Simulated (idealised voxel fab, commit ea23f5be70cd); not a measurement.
Documented hereafter: the process module known as voxel transistor to metal.
Cross-section cut spans 175 nm and uses square cells 5 nm in size.
Cross-section spec: square-cell grid; bands listed top down; each band is one or more rows.
Band: top and bottom heights (nm) first, top before bottom; then materials from left to right, widths in nm. "full width" marks a sole material filling the band edge to edge. "air" denotes empty space.
Ref level 0: as-received wafer is one material below here. Bottom band extends down with no lower bound ("top 0, no bottom").
A two-number width, for instance "30 to 40", indicates that the width is equal to the first number in the top row of the band and to the second number in the bottom row, and that it changes by a constant amount per row of cells.
Reading "no alterations made" for a step: not a cell of the cross-section changed in it.
Heads up: "Unvented cavities" only lists the empty pockets with no open path to the top that are 8 cells or more, and it writes them as width x height at distance, distance from the left edge, in nm.
On a step's line, text after the settings is the simulator commenting on that step.
overlay nm: on a step with a mask, how far right of its planned place the mask lay; negative means left.

Steps in the process plan
1. RECEIVE [material Si]
2. OXIDIZE [depth nm 5]
3. CONFORMAL_DEP [material SiN] [thk nm 15]
4. DIRECTIONAL_DEP [material aC] [thk nm 10]
5. PATTERN [tone cover] [mask id ACTIVE] [material resist] [width nm 105] [thk nm 30] [overlay nm 0]
6. DIRECTIONAL_ETCH [etch materials aC] [depth nm 10]
7. STRIP [etch materials resist]
8. DIRECTIONAL_ETCH [etch materials SiN] [depth nm 15]
9. DIRECTIONAL_ETCH [etch materials SiO2] [depth nm 5]
10. DIRECTIONAL_ETCH [etch materials Si] [depth nm 35]
11. STRIP [etch materials aC]
12. OXIDIZE [depth nm 5]
13. FILL_DEP [material SiO2] [thk nm 5]
14. CMP [height nm 15]
15. SELECTIVE_ETCH [etch materials SiO2] [depth nm 5]
16. STRIP [etch materials SiN]
17. SELECTIVE_ETCH [etch materials SiO2] [depth nm 5]
18. OXIDIZE [depth nm 5]
19. DIRECTIONAL_DEP [material polySi] [thk nm 25]
20. DIRECTIONAL_DEP [material SiCN] [thk nm 10]
21. PATTERN [tone cover] [mask id GATE] [material resist] [width nm 15] [thk nm 20] [overlay nm 0]
22. DIRECTIONAL_ETCH [etch materials SiCN] [depth nm 20]
23. DIRECTIONAL_ETCH [etch materials polySi] [depth nm 35]
24. STRIP [etch materials resist]
25. CONFORMAL_DEP [material SiO2] [thk nm 5]
26. DIRECTIONAL_ETCH [etch materials SiO2] [depth nm 5]
27. CONFORMAL_DEP [material SiN] [thk nm 5]
28. DIRECTIONAL_ETCH [etch materials SiN] [depth nm 5]
29. DIRECTIONAL_ETCH [etch materials SiO2] [depth nm 5]
30. DIRECTIONAL_ETCH [etch materials Si] [depth nm 5]
31. EPI [material pSi] [thk nm 5]
32. FILL_DEP [material SiO2] [thk nm 5]
33. CMP [height nm 30]
34. DIRECTIONAL_DEP [material SiO2] [thk nm 15]
35. DIRECTIONAL_DEP [material aC] [thk nm 10]
36. PATTERN [tone open] [mask id CONTACT] [material resist] [width nm 30] [pitch nm 55] [thk nm 30] [overlay nm 0]
37. DIRECTIONAL_ETCH [etch materials aC] [depth nm 10]
38. STRIP [etch materials resist]
39. DIRECTIONAL_ETCH [etch materials SiO2] [depth nm 55]
40. STRIP [etch materials aC]
41. CONFORMAL_DEP [material TiN] [thk nm 5]
42. FILL_DEP [material W] [thk nm 5]
43. CMP [height nm 45]
44. CONFORMAL_DEP [material SiN] [thk nm 5]
45. DIRECTIONAL_DEP [material SiO2] [thk nm 15]
46. PATTERN [tone open] [mask id METAL_1] [material resist] [width nm 20] [pitch nm 65] [thk nm 20] [overlay nm 0]
47. DIRECTIONAL_ETCH [etch materials SiO2] [depth nm 15]
48. DIRECTIONAL_ETCH [etch materials SiN] [depth nm 5]
49. STRIP [etch materials resist]
50. CONFORMAL_DEP [material TiN] [thk nm 5]
51. FILL_DEP [material Ru] [thk nm 5]
52. CMP [height nm 65]
53. EPI [material Ru] [thk nm 5]
54. FILL_DEP [material SiCN] [thk nm 5]

Concerning the first of two wafers, which was run in accordance with the plan

Cross-section of the wafer as it came to us, i.e., already through step 1
    top 0, no bottom | Si full width
    Unvented cavities: none

The wafer, seen in cross-section, after step 2
    top 0, bottom -5 | SiO2 full width
    Anything lower than -5 is untouched.

The wafer, seen in cross-section, after step 3
    top 15, bottom 0 | SiN full width
    Anything lower than 0 is untouched.

The wafer, seen in cross-section, after step 4
    top 25, bottom 15 | aC full width
    Anything lower than 15 is untouched.

The wafer, seen in cross-section, after step 5
    top 55, bottom 25 | air=35 / resist=105 / air=35
    Anything lower than 25 is untouched.

The wafer, seen in cross-section, after step 6
    top 45, bottom 25 | air=35 / resist=105 / air=35
    top 25, bottom 15 | air=35 / aC=105 / air=35
    Anything lower than 15 is untouched.

The wafer, seen in cross-section, after step 7
    top 25, bottom 15 | air=35 / aC=105 / air=35
    Anything lower than 15 is untouched.

The wafer, seen in cross-section, after step 8
    top 25, bottom 15 | air=35 / aC=105 / air=35
    top 15, bottom 0 | air=35 / SiN=105 / air=35
    Anything lower than 0 is untouched.

The wafer, seen in cross-section, after step 9
    top 25, bottom 15 | air=35 / aC=105 / air=35
    top 15, bottom 0 | air=35 / SiN=105 / air=35
    top 0, bottom -5 | air=35 / SiO2=105 / air=35
    Anything lower than -5 is untouched.

The wafer, seen in cross-section, after step 10
    top 25, bottom 15 | air=35 / aC=105 / air=35
    top 15, bottom 0 | air=35 / SiN=105 / air=35
    top 0, bottom -5 | air=35 / SiO2=105 / air=35
    top -5, bottom -40 | air=35 / Si=105 / air=35
    Anything lower than -40 is untouched.

The wafer, seen in cross-section, after step 11
    top 15, bottom 0 | air=35 / SiN=105 / air=35
    Anything lower than 0 is untouched.

The wafer, seen in cross-section, after step 12
    top 15, bottom 0 | air=35 / SiN=105 / air=35
    top 0, bottom -5 | air=35 / SiO2=105 / air=35
    top -5, bottom -40 | air=35 / SiO2=5 / Si=95 / SiO2=5 / air=35
    top -40, bottom -45 | SiO2=40 / Si=95 / SiO2=40
    Anything lower than -45 is untouched.

The wafer, seen in cross-section, after step 13
    top 20, bottom 15 | SiO2 full width
    top 15, bottom 0 | SiO2=35 / SiN=105 / SiO2=35
    top 0, bottom -5 | SiO2 full width
    top -5, bottom -45 | SiO2=40 / Si=95 / SiO2=40
    Anything lower than -45 is untouched.

The wafer, seen in cross-section, after step 14
    top 15, bottom 0 | SiO2=35 / SiN=105 / SiO2=35
    Anything lower than 0 is untouched.

The wafer, seen in cross-section, after step 15
    top 15, bottom 10 | air=35 / SiN=105 / air=35
    Anything lower than 10 is untouched.

The wafer, seen in cross-section, after step 16
    top 10, bottom 0 | SiO2=35 / air=105 / SiO2=35
    Anything lower than 0 is untouched.

The wafer, seen in cross-section, after step 17
    top 5, bottom -5 | SiO2=30 / air=115 / SiO2=30
    Anything lower than -5 is untouched.

The wafer, seen in cross-section, after step 18
    top 5, bottom -5 | SiO2=30 / air=115 / SiO2=30
    top -5, bottom -10 | SiO2 full width
    Anything lower than -10 is untouched.

The wafer, seen in cross-section, after step 19
    top 30, bottom 20 | polySi=30 / air=115 / polySi=30
    top 20, bottom 5 | polySi full width
    top 5, bottom -5 | SiO2=30 / polySi=115 / SiO2=30
    Anything lower than -5 is untouched.

The wafer, seen in cross-section, after step 20
    top 40, bottom 30 | SiCN=30 / air=115 / SiCN=30
    top 30, bottom 20 | polySi=30 / SiCN=115 / polySi=30
    Anything lower than 20 is untouched.

The wafer, seen in cross-section, after step 21
    top 60, bottom 40 | air=80 / resist=15 / air=80
    top 40, bottom 30 | SiCN=30 / air=50 / resist=15 / air=50 / SiCN=30
    Anything lower than 30 is untouched.

The wafer, seen in cross-section, after step 22
    top 60, bottom 30 | air=80 / resist=15 / air=80
    top 30, bottom 20 | polySi=30 / air=50 / SiCN=15 / air=50 / polySi=30
    Anything lower than 20 is untouched.

The wafer, seen in cross-section, after step 23
    top 60, bottom 30 | air=80 / resist=15 / air=80
    top 30, bottom 20 | air=80 / SiCN=15 / air=80
    top 20, bottom 5 | air=80 / polySi=15 / air=80
    top 5, bottom -5 | SiO2=30 / air=50 / polySi=15 / air=50 / SiO2=30
    Anything lower than -5 is untouched.

The wafer, seen in cross-section, after step 24
    top 30, bottom 20 | air=80 / SiCN=15 / air=80
    Anything lower than 20 is untouched.

The wafer, seen in cross-section, after step 25
    top 35, bottom 30 | air=75 / SiO2=25 / air=75
    top 30, bottom 20 | air=75 / SiO2=5 / SiCN=15 / SiO2=5 / air=75
    top 20, bottom 10 | air=75 / SiO2=5 / polySi=15 / SiO2=5 / air=75
    top 10, bottom 0 | SiO2=35 / air=40 / SiO2=5 / polySi=15 / SiO2=5 / air=40 / SiO2=35
    top 0, bottom -5 | SiO2=80 / polySi=15 / SiO2=80
    Anything lower than -5 is untouched.

The wafer, seen in cross-section, after step 26
    top 30, bottom 20 | air=75 / SiO2=5 / SiCN=15 / SiO2=5 / air=75
    top 20, bottom 5 | air=75 / SiO2=5 / polySi=15 / SiO2=5 / air=75
    top 5, bottom -5 | SiO2=35 / air=40 / SiO2=5 / polySi=15 / SiO2=5 / air=40 / SiO2=35
    Anything lower than -5 is untouched.

The wafer, seen in cross-section, after step 27
    top 35, bottom 30 | air=70 / SiN=35 / air=70
    top 30, bottom 20 | air=70 / SiN=5 / SiO2=5 / SiCN=15 / SiO2=5 / SiN=5 / air=70
    top 20, bottom 10 | air=70 / SiN=5 / SiO2=5 / polySi=15 / SiO2=5 / SiN=5 / air=70
    top 10, bottom 5 | SiN=40 / air=30 / SiN=5 / SiO2=5 / polySi=15 / SiO2=5 / SiN=5 / air=30 / SiN=40
    top 5, bottom 0 | SiO2=35 / SiN=5 / air=30 / SiN=5 / SiO2=5 / polySi=15 / SiO2=5 / SiN=5 / air=30 / SiN=5 / SiO2=35
    top 0, bottom -5 | SiO2=35 / SiN=40 / SiO2=5 / polySi=15 / SiO2=5 / SiN=40 / SiO2=35
    Anything lower than -5 is untouched.

The wafer, seen in cross-section, after step 28
    top 30, bottom 20 | air=70 / SiN=5 / SiO2=5 / SiCN=15 / SiO2=5 / SiN=5 / air=70
    top 20, bottom 5 | air=70 / SiN=5 / SiO2=5 / polySi=15 / SiO2=5 / SiN=5 / air=70
    top 5, bottom -5 | SiO2=35 / SiN=5 / air=30 / SiN=5 / SiO2=5 / polySi=15 / SiO2=5 / SiN=5 / air=30 / SiN=5 / SiO2=35
    Anything lower than -5 is untouched.

The wafer, seen in cross-section, after step 29
    top 30, bottom 25 | air=70 / SiN=5 / air=5 / SiCN=15 / air=5 / SiN=5 / air=70
    top 25, bottom 20 | air=70 / SiN=5 / SiO2=5 / SiCN=15 / SiO2=5 / SiN=5 / air=70
    top 20, bottom 5 | air=70 / SiN=5 / SiO2=5 / polySi=15 / SiO2=5 / SiN=5 / air=70
    top 5, bottom 0 | air=35 / SiN=5 / air=30 / SiN=5 / SiO2=5 / polySi=15 / SiO2=5 / SiN=5 / air=30 / SiN=5 / air=35
    top 0, bottom -5 | SiO2=35 / SiN=5 / air=30 / SiN=5 / SiO2=5 / polySi=15 / SiO2=5 / SiN=5 / air=30 / SiN=5 / SiO2=35
    top -5, bottom -10 | SiO2=40 / air=30 / SiO2=35 / air=30 / SiO2=40
    Anything lower than -10 is untouched.

The wafer, seen in cross-section, after step 30
    top 30, bottom 25 | air=70 / SiN=5 / air=5 / SiCN=15 / air=5 / SiN=5 / air=70
    top 25, bottom 20 | air=70 / SiN=5 / SiO2=5 / SiCN=15 / SiO2=5 / SiN=5 / air=70
    top 20, bottom 5 | air=70 / SiN=5 / SiO2=5 / polySi=15 / SiO2=5 / SiN=5 / air=70
    top 5, bottom 0 | air=35 / SiN=5 / air=30 / SiN=5 / SiO2=5 / polySi=15 / SiO2=5 / SiN=5 / air=30 / SiN=5 / air=35
    top 0, bottom -5 | SiO2=35 / SiN=5 / air=30 / SiN=5 / SiO2=5 / polySi=15 / SiO2=5 / SiN=5 / air=30 / SiN=5 / SiO2=35
    top -5, bottom -10 | SiO2=40 / air=30 / SiO2=35 / air=30 / SiO2=40
    top -10, bottom -15 | SiO2=40 / air=30 / Si=35 / air=30 / SiO2=40
    Anything lower than -15 is untouched.

The wafer, seen in cross-section, after step 31
    top 30, bottom 25 | air=70 / SiN=5 / air=5 / SiCN=15 / air=5 / SiN=5 / air=70
    top 25, bottom 20 | air=70 / SiN=5 / SiO2=5 / SiCN=15 / SiO2=5 / SiN=5 / air=70
    top 20, bottom 5 | air=70 / SiN=5 / SiO2=5 / polySi=15 / SiO2=5 / SiN=5 / air=70
    top 5, bottom 0 | air=35 / SiN=5 / air=30 / SiN=5 / SiO2=5 / polySi=15 / SiO2=5 / SiN=5 / air=30 / SiN=5 / air=35
    top 0, bottom -5 | SiO2=35 / SiN=5 / air=30 / SiN=5 / SiO2=5 / polySi=15 / SiO2=5 / SiN=5 / air=30 / SiN=5 / SiO2=35
    top -5, bottom -10 | SiO2=40 / air=25 / pSi=5 / SiO2=35 / pSi=5 / air=25 / SiO2=40
    top -10, bottom -15 | SiO2=40 / pSi=30 / Si=35 / pSi=30 / SiO2=40
    Anything lower than -15 is untouched.

The wafer, seen in cross-section, after step 32
    top 35, bottom 30 | SiO2 full width
    top 30, bottom 20 | SiO2=70 / SiN=5 / SiO2=5 / SiCN=15 / SiO2=5 / SiN=5 / SiO2=70
    top 20, bottom 5 | SiO2=70 / SiN=5 / SiO2=5 / polySi=15 / SiO2=5 / SiN=5 / SiO2=70
    top 5, bottom -5 | SiO2=35 / SiN=5 / SiO2=30 / SiN=5 / SiO2=5 / polySi=15 / SiO2=5 / SiN=5 / SiO2=30 / SiN=5 / SiO2=35
    top -5, bottom -10 | SiO2=65 / pSi=5 / SiO2=35 / pSi=5 / SiO2=65
    Anything lower than -10 is untouched.

The wafer, seen in cross-section, after step 33
    top 30, bottom 20 | SiO2=70 / SiN=5 / SiO2=5 / SiCN=15 / SiO2=5 / SiN=5 / SiO2=70
    Anything lower than 20 is untouched.

The wafer, seen in cross-section, after step 34
    top 45, bottom 30 | SiO2 full width
    Anything lower than 30 is untouched.

The wafer, seen in cross-section, after step 35
    top 55, bottom 45 | aC full width
    Anything lower than 45 is untouched.

The wafer, seen in cross-section, after step 36
    top 85, bottom 55 | resist=45 / air=30 / resist=25 / air=30 / resist=45
    Anything lower than 55 is untouched.

The wafer, seen in cross-section, after step 37
    top 75, bottom 55 | resist=45 / air=30 / resist=25 / air=30 / resist=45
    top 55, bottom 45 | aC=45 / air=30 / aC=25 / air=30 / aC=45
    Anything lower than 45 is untouched.

The wafer, seen in cross-section, after step 38
    top 55, bottom 45 | aC=45 / air=30 / aC=25 / air=30 / aC=45
    Anything lower than 45 is untouched.

The wafer, seen in cross-section, after step 39
    top 55, bottom 45 | aC=45 / air=30 / aC=25 / air=30 / aC=45
    top 45, bottom 30 | SiO2=45 / air=30 / SiO2=25 / air=30 / SiO2=45
    top 30, bottom 20 | SiO2=45 / air=25 / SiN=5 / SiO2=5 / SiCN=15 / SiO2=5 / SiN=5 / air=25 / SiO2=45
    top 20, bottom 5 | SiO2=45 / air=25 / SiN=5 / SiO2=5 / polySi=15 / SiO2=5 / SiN=5 / air=25 / SiO2=45
    top 5, bottom -5 | SiO2=35 / SiN=5 / SiO2=5 / air=25 / SiN=5 / SiO2=5 / polySi=15 / SiO2=5 / SiN=5 / air=25 / SiO2=5 / SiN=5 / SiO2=35
    top -5, bottom -10 | SiO2=45 / air=20 / pSi=5 / SiO2=35 / pSi=5 / air=20 / SiO2=45
    Anything lower than -10 is untouched.

The wafer, seen in cross-section, after step 40
    top 45, bottom 30 | SiO2=45 / air=30 / SiO2=25 / air=30 / SiO2=45
    Anything lower than 30 is untouched.

The wafer, seen in cross-section, after step 41
    top 50, bottom 45 | TiN=50 / air=20 / TiN=35 / air=20 / TiN=50
    top 45, bottom 35 | SiO2=45 / TiN=5 / air=20 / TiN=5 / SiO2=25 / TiN=5 / air=20 / TiN=5 / SiO2=45
    top 35, bottom 30 | SiO2=45 / TiN=5 / air=15 / TiN=10 / SiO2=25 / TiN=10 / air=15 / TiN=5 / SiO2=45
    top 30, bottom 20 | SiO2=45 / TiN=5 / air=15 / TiN=5 / SiN=5 / SiO2=5 / SiCN=15 / SiO2=5 / SiN=5 / TiN=5 / air=15 / TiN=5 / SiO2=45
    top 20, bottom 5 | SiO2=45 / TiN=5 / air=15 / TiN=5 / SiN=5 / SiO2=5 / polySi=15 / SiO2=5 / SiN=5 / TiN=5 / air=15 / TiN=5 / SiO2=45
    top 5, bottom -5 | SiO2=35 / SiN=5 / SiO2=5 / TiN=5 / air=15 to 10 / TiN=5 to 10 / SiN=5 / SiO2=5 / polySi=15 / SiO2=5 / SiN=5 / TiN=5 to 10 / air=15 to 10 / TiN=5 / SiO2=5 / SiN=5 / SiO2=35
    top -5, bottom -10 | SiO2=45 / TiN=20 / pSi=5 / SiO2=35 / pSi=5 / TiN=20 / SiO2=45
    Anything lower than -10 is untouched.

The wafer, seen in cross-section, after step 42
    top 55, bottom 50 | W full width
    top 50, bottom 45 | TiN=50 / W=20 / TiN=35 / W=20 / TiN=50
    top 45, bottom 35 | SiO2=45 / TiN=5 / W=20 / TiN=5 / SiO2=25 / TiN=5 / W=20 / TiN=5 / SiO2=45
    top 35, bottom 30 | SiO2=45 / TiN=5 / W=15 / TiN=10 / SiO2=25 / TiN=10 / W=15 / TiN=5 / SiO2=45
    top 30, bottom 20 | SiO2=45 / TiN=5 / W=15 / TiN=5 / SiN=5 / SiO2=5 / SiCN=15 / SiO2=5 / SiN=5 / TiN=5 / W=15 / TiN=5 / SiO2=45
    top 20, bottom 5 | SiO2=45 / TiN=5 / W=15 / TiN=5 / SiN=5 / SiO2=5 / polySi=15 / SiO2=5 / SiN=5 / TiN=5 / W=15 / TiN=5 / SiO2=45
    top 5, bottom -5 | SiO2=35 / SiN=5 / SiO2=5 / TiN=5 / W=15 to 10 / TiN=5 to 10 / SiN=5 / SiO2=5 / polySi=15 / SiO2=5 / SiN=5 / TiN=5 to 10 / W=15 to 10 / TiN=5 / SiO2=5 / SiN=5 / SiO2=35
    Anything lower than -5 is untouched.

The wafer, seen in cross-section, after step 43
    top 45, bottom 35 | SiO2=45 / TiN=5 / W=20 / TiN=5 / SiO2=25 / TiN=5 / W=20 / TiN=5 / SiO2=45
    Anything lower than 35 is untouched.

The wafer, seen in cross-section, after step 44
    top 50, bottom 45 | SiN full width
    Anything lower than 45 is untouched.

The wafer, seen in cross-section, after step 45
    top 65, bottom 50 | SiO2 full width
    Anything lower than 50 is untouched.

The wafer, seen in cross-section, after step 46
    top 85, bottom 65 | resist=45 / air=20 / resist=45 / air=20 / resist=45
    Anything lower than 65 is untouched.

The wafer, seen in cross-section, after step 47
    top 85, bottom 65 | resist=45 / air=20 / resist=45 / air=20 / resist=45
    top 65, bottom 50 | SiO2=45 / air=20 / SiO2=45 / air=20 / SiO2=45
    Anything lower than 50 is untouched.

The wafer, seen in cross-section, after step 48
    top 85, bottom 65 | resist=45 / air=20 / resist=45 / air=20 / resist=45
    top 65, bottom 50 | SiO2=45 / air=20 / SiO2=45 / air=20 / SiO2=45
    top 50, bottom 45 | SiN=45 / air=20 / SiN=45 / air=20 / SiN=45
    Anything lower than 45 is untouched.

The wafer, seen in cross-section, after step 49
    top 65, bottom 50 | SiO2=45 / air=20 / SiO2=45 / air=20 / SiO2=45
    Anything lower than 50 is untouched.

The wafer, seen in cross-section, after step 50
    top 70, bottom 65 | TiN=50 / air=10 / TiN=55 / air=10 / TiN=50
    top 65, bottom 50 | SiO2=45 / TiN=5 / air=10 / TiN=5 / SiO2=45 / TiN=5 / air=10 / TiN=5 / SiO2=45
    top 50, bottom 45 | SiN=45 / TiN=20 / SiN=45 / TiN=20 / SiN=45
    Anything lower than 45 is untouched.

The wafer, seen in cross-section, after step 51
    top 75, bottom 70 | Ru full width
    top 70, bottom 65 | TiN=50 / Ru=10 / TiN=55 / Ru=10 / TiN=50
    top 65, bottom 50 | SiO2=45 / TiN=5 / Ru=10 / TiN=5 / SiO2=45 / TiN=5 / Ru=10 / TiN=5 / SiO2=45
    Anything lower than 50 is untouched.

The wafer, seen in cross-section, after step 52
    top 65, bottom 50 | SiO2=45 / TiN=5 / Ru=10 / TiN=5 / SiO2=45 / TiN=5 / Ru=10 / TiN=5 / SiO2=45
    Anything lower than 50 is untouched.

The wafer, seen in cross-section, after step 53
    top 70, bottom 65 | air=40 / Ru=30 / air=35 / Ru=30 / air=40
    Anything lower than 65 is untouched.

The wafer, seen in cross-section, after step 54
    top 75, bottom 70 | SiCN full width
    top 70, bottom 65 | SiCN=40 / Ru=30 / SiCN=35 / Ru=30 / SiCN=40
    Anything lower than 65 is untouched.

Companion wafer, the second of two: same beginning, same intended sequence, one mistake in carrying it out; through step 44 inclusive it tracks the first exactly

Second wafer, cut view, end of step 45 per plan
    top 65, bottom 50 | aC full width
    Anything lower than 50 is untouched.

Second wafer, cut view, end of step 46 per plan
    top 85, bottom 65 | resist=45 / air=20 / resist=45 / air=20 / resist=45
    Anything lower than 65 is untouched.

Second wafer, cut view, end of step 47 per plan: no alterations made

Second wafer, cut view, end of step 48 per plan: no alterations made

Second wafer, cut view, end of step 49 per plan
    top 65, bottom 50 | aC full width
    Anything lower than 50 is untouched.

Second wafer, cut view, end of step 50 per plan
    top 70, bottom 65 | TiN full width
    Anything lower than 65 is untouched.

Second wafer, cut view, end of step 51 per plan
    top 75, bottom 70 | Ru full width
    Anything lower than 70 is untouched.

Second wafer, cut view, end of step 52 per plan
    top 65, bottom 50 | aC full width
    Anything lower than 50 is untouched.

Second wafer, cut view, end of step 53 per plan: no alterations made

Second wafer, cut view, end of step 54 per plan
    top 70, bottom 65 | SiCN full width
    Anything lower than 65 is untouched.
Error vs. plan: not per plan at step 45, really ran DIRECTIONAL_DEP [material aC] [thk nm 15]
At the finish, the second wafer shows more or fewer cells for some materials than the first does: Ru -24 | SiCN -23 | SiN +8 | SiO2 -81 | TiN -20 | aC +105
